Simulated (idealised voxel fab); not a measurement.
Process module heading - voxel released beams
It is cross-section cut that appears here, measuring 175 nm in width, its square cells being 5 nm in size.
Square cells in a grid make up a cross-section in this document, and the grid is given as bands, listed from the top down, each one or more rows of cells. Band: top height; bottom height; in nm. Then, left to right: material with width in nm, for each material. "everywhere": a single material spanning edge to edge. "air": empty space. It should be noted that heights are counted from 0, beneath which the wafer as supplied is of one material throughout, and that the lowest band possesses no lower boundary but continues downward, as written in "0 and below". With a width like "30..40", each row of cells in the band differs from the next by the same amount, the top row carrying the first number and the bottom row the second. Key: "stayed the same" - step with no changed cell in the cross-section. In the "Voids, enclosed" entry, you get each enclosed empty space of 8 cells or more, one with no open way to the top, written width x height at distance, distance from the left edge, in nm. Past the settings on a step's line: simulator remark, on that step. Among the settings permitted on a step's line is "overlay nm"; applied to a step with a mask, it specifies the extent to which the mask lay to the right of its planned position, whereas a negative figure signifies a position to the left.
STEPS IN THE PROCESS PLAN
| 1 | RECEIVE | material Si |
| 2 | CONFORMAL_DEP | material SiN | thk nm 5 |
| 3 | DIRECTIONAL_DEP | material SiO2 | thk nm 15 |
| 4 | PATTERN | tone open | mask id ANCHOR | material resist | width nm 25 | thk nm 15 | overlay nm 0 |
| 5 | DIRECTIONAL_ETCH | etch materials SiO2 | depth nm 15 |
| 6 | STRIP | etch materials resist |
| 7 | CONFORMAL_DEP | material TiN | thk nm 10 |
| 8 | DIRECTIONAL_DEP | material aC | thk nm 15 |
| 9 | PATTERN | tone cover | mask id BEAM | material resist | width nm 95 | thk nm 30 | overlay nm 0 |
| 10 | DIRECTIONAL_ETCH | etch materials aC | depth nm 15 |
| 11 | STRIP | etch materials resist |
| 12 | DIRECTIONAL_ETCH | etch materials TiN | depth nm 10 |
| 13 | STRIP | etch materials aC |
| 14 | STRIP | etch materials SiO2 |
THE CROSS-SECTION HERE SHOWS THE WAFER AS RECEIVED, I.E. IN ITS STATE AFTER STEP 1
- 0 and below | Si everywhere
- Voids, enclosed: none
THIS IS HOW THE WAFER LOOKS IN CROSS-SECTION ONCE THE MODULE IS DONE, GIVEN THE STARTING STATE AND PLAN ABOVE AND ONE MISTAKE IN CARRYING THE PLAN OUT
- 25 down to 15 | 35 air / 15 TiN / 5 air / 75 TiN / 45 air
- 15 down to 10 | 40 air / 10 TiN / 5 air / 10 TiN / 110 air
- 10 down to 0 | 40 air / 25 TiN / 110 air
- 0 and below | Si everywhere
- Voids, enclosed: none
Here's what went sideways: plan step 2 never ran because it was skipped
